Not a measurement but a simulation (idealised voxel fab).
This section sets out a process module, namely voxel ribs on slabs.
We display cut, a cross-section 215 nm in width whose square cells are each 5 nm.
Heads up, the way a cross-section reads in here is a grid of square cells, handed over as bands from the top down, with every band being one or more rows of cells.
Top, bottom (nm), then materials left to right with widths (nm); lone material tagged "edge to edge" fills the whole band edge to edge; "air" = empty space.
Height reference: 0 = level under which incoming wafer is all one material. Lowest band: no bottom, runs on downward, e.g. "0 -> down".
With a width like "30->40", each row of cells in the band differs from the next by the same amount, the top row carrying the first number and the bottom row the second.
Key: "no change" - step with no changed cell in the cross-section.
"Trapped void list" contains a list of empty spaces, each no smaller than 8 cells and without an open way to the top, written in the form width x height at distance with the distance from the left edge and all three in nm.
On a step's line, text after the settings is the simulator commenting on that step.
The line of a step may include "overlay nm". On a step with a mask, this value is how far to the right of its planned place the mask lay. A negative value means the mask lay to the left.

## The planned process steps are enumerated hereunder
1. RECEIVE (material Si)
2. DIRECTIONAL_DEP (material SiO2; thk nm 25)
3. DIRECTIONAL_DEP (material SiN; thk nm 25)
4. MASKED_ETCH (tone cover; mask id RIB; width nm 30; etch materials SiN; depth nm 15; overlay nm 0)
5. DIRECTIONAL_DEP (material aC; thk nm 15)
6. PATTERN (tone cover; mask id SLAB; material resist; width nm 60; thk nm 35; overlay nm 0)
7. DIRECTIONAL_ETCH (etch materials aC; depth nm 15)
8. STRIP (etch materials resist)
9. DIRECTIONAL_ETCH (etch materials SiN; depth nm 10)
10. STRIP (etch materials aC)
11. FILL_DEP (material SiO2; thk nm 25)
12. CMP (height nm 70)
13. DIRECTIONAL_DEP (material W; thk nm 10)
14. PATTERN (tone cover; mask id HEATER; material resist; width nm 40; thk nm 20; overlay nm 0)
15. DIRECTIONAL_ETCH (etch materials W; depth nm 10)
16. STRIP (etch materials resist)
17. CONFORMAL_DEP (material SiO2; thk nm 5)

## first wafer, as planned

## As-received state of the wafer in cross-section, equivalent to post-step 1
    0 -> down | Si edge to edge
    Trapped void list: none

## State of the wafer after step 2, shown in cross-section
    25 -> 0 | SiO2 edge to edge
    Under 0: no change, same as before.

## State of the wafer after step 3, shown in cross-section
    50 -> 25 | SiN edge to edge
    Under 25: no change, same as before.

## State of the wafer after step 4, shown in cross-section
    50 -> 35 | 90 of air, then 30 of SiN, then 95 of air
    Under 35: no change, same as before.

## State of the wafer after step 5, shown in cross-section
    65 -> 50 | 90 of air, then 30 of aC, then 95 of air
    50 -> 35 | 90 of aC, then 30 of SiN, then 95 of aC
    Under 35: no change, same as before.

## State of the wafer after step 6, shown in cross-section
    100 -> 65 | 75 of air, then 60 of resist, then 80 of air
    65 -> 50 | 75 of air, then 15 of resist, then 30 of aC, then 15 of resist, then 80 of air
    Under 50: no change, same as before.

## State of the wafer after step 7, shown in cross-section
    85 -> 65 | 75 of air, then 60 of resist, then 80 of air
    65 -> 50 | 75 of air, then 15 of resist, then 30 of aC, then 15 of resist, then 80 of air
    50 -> 35 | 75 of air, then 15 of aC, then 30 of SiN, then 15 of aC, then 80 of air
    Under 35: no change, same as before.

## State of the wafer after step 8, shown in cross-section
    65 -> 50 | 90 of air, then 30 of aC, then 95 of air
    Under 50: no change, same as before.

## State of the wafer after step 9, shown in cross-section
    65 -> 50 | 90 of air, then 30 of aC, then 95 of air
    50 -> 35 | 75 of air, then 15 of aC, then 30 of SiN, then 15 of aC, then 80 of air
    35 -> 25 | 75 of air, then 60 of SiN, then 80 of air
    Under 25: no change, same as before.

## State of the wafer after step 10, shown in cross-section
    50 -> 35 | 90 of air, then 30 of SiN, then 95 of air
    Under 35: no change, same as before.

## State of the wafer after step 11, shown in cross-section
    75 -> 50 | SiO2 edge to edge
    50 -> 35 | 90 of SiO2, then 30 of SiN, then 95 of SiO2
    35 -> 25 | 75 of SiO2, then 60 of SiN, then 80 of SiO2
    Under 25: no change, same as before.

## State of the wafer after step 12, shown in cross-section
    70 -> 50 | SiO2 edge to edge
    Under 50: no change, same as before.

## State of the wafer after step 13, shown in cross-section
    80 -> 70 | W edge to edge
    Under 70: no change, same as before.

## State of the wafer after step 14, shown in cross-section
    100 -> 80 | 85 of air, then 40 of resist, then 90 of air
    Under 80: no change, same as before.

## State of the wafer after step 15, shown in cross-section
    100 -> 80 | 85 of air, then 40 of resist, then 90 of air
    80 -> 70 | 85 of air, then 40 of W, then 90 of air
    Under 70: no change, same as before.

## State of the wafer after step 16, shown in cross-section
    80 -> 70 | 85 of air, then 40 of W, then 90 of air
    Under 70: no change, same as before.

## State of the wafer after step 17, shown in cross-section
    85 -> 80 | 80 of air, then 50 of SiO2, then 85 of air
    80 -> 75 | 80 of air, then 5 of SiO2, then 40 of W, then 5 of SiO2, then 85 of air
    75 -> 70 | 85 of SiO2, then 40 of W, then 90 of SiO2
    Under 70: no change, same as before.

## Second wafer. Start and plan as for the first. One mistake made in running. Agrees with the first up to and including step 3

## What the second wafer looks like in cross-section when step 4 should have wrapped up
    50 -> 35 | 95 of air, then 20 of SiN, then 100 of air
    Under 35: no change, same as before.

## What the second wafer looks like in cross-section when step 5 should have wrapped up
    65 -> 50 | 95 of air, then 20 of aC, then 100 of air
    50 -> 35 | 95 of aC, then 20 of SiN, then 100 of aC
    Under 35: no change, same as before.

## What the second wafer looks like in cross-section when step 6 should have wrapped up
    100 -> 65 | 75 of air, then 60 of resist, then 80 of air
    65 -> 50 | 75 of air, then 20 of resist, then 20 of aC, then 20 of resist, then 80 of air
    Under 50: no change, same as before.

## What the second wafer looks like in cross-section when step 7 should have wrapped up
    85 -> 65 | 75 of air, then 60 of resist, then 80 of air
    65 -> 50 | 75 of air, then 20 of resist, then 20 of aC, then 20 of resist, then 80 of air
    50 -> 35 | 75 of air, then 20 of aC, then 20 of SiN, then 20 of aC, then 80 of air
    Under 35: no change, same as before.

## What the second wafer looks like in cross-section when step 8 should have wrapped up
    65 -> 50 | 95 of air, then 20 of aC, then 100 of air
    Under 50: no change, same as before.

## What the second wafer looks like in cross-section when step 9 should have wrapped up
    65 -> 50 | 95 of air, then 20 of aC, then 100 of air
    50 -> 35 | 75 of air, then 20 of aC, then 20 of SiN, then 20 of aC, then 80 of air
    35 -> 25 | 75 of air, then 60 of SiN, then 80 of air
    Under 25: no change, same as before.

## What the second wafer looks like in cross-section when step 10 should have wrapped up
    50 -> 35 | 95 of air, then 20 of SiN, then 100 of air
    Under 35: no change, same as before.

## What the second wafer looks like in cross-section when step 11 should have wrapped up
    75 -> 50 | SiO2 edge to edge
    50 -> 35 | 95 of SiO2, then 20 of SiN, then 100 of SiO2
    35 -> 25 | 75 of SiO2, then 60 of SiN, then 80 of SiO2
    Under 25: no change, same as before.

## What the second wafer looks like in cross-section when step 12 should have wrapped up
    70 -> 50 | SiO2 edge to edge
    Under 50: no change, same as before.

## What the second wafer looks like in cross-section when step 13 should have wrapped up
    80 -> 70 | W edge to edge
    Under 70: no change, same as before.

## What the second wafer looks like in cross-section when step 14 should have wrapped up
    100 -> 80 | 85 of air, then 40 of resist, then 90 of air
    Under 80: no change, same as before.

## What the second wafer looks like in cross-section when step 15 should have wrapped up
    100 -> 80 | 85 of air, then 40 of resist, then 90 of air
    80 -> 70 | 85 of air, then 40 of W, then 90 of air
    Under 70: no change, same as before.

## What the second wafer looks like in cross-section when step 16 should have wrapped up
    80 -> 70 | 85 of air, then 40 of W, then 90 of air
    Under 70: no change, same as before.

## What the second wafer looks like in cross-section when step 17 should have wrapped up
    85 -> 80 | 80 of air, then 50 of SiO2, then 85 of air
    80 -> 75 | 80 of air, then 5 of SiO2, then 40 of W, then 5 of SiO2, then 85 of air
    75 -> 70 | 85 of SiO2, then 40 of W, then 90 of SiO2
    Under 70: no change, same as before.
Error vs. plan: for step 4, the planned setting was not used; the step was instead run as MASKED_ETCH (tone cover; mask id RIB; width nm 20; etch materials SiN; depth nm 15; overlay nm 0)
Looking at both finished wafers in cells, the second ends up ahead of or behind the first on some materials: SiN -6, SiO2 +6
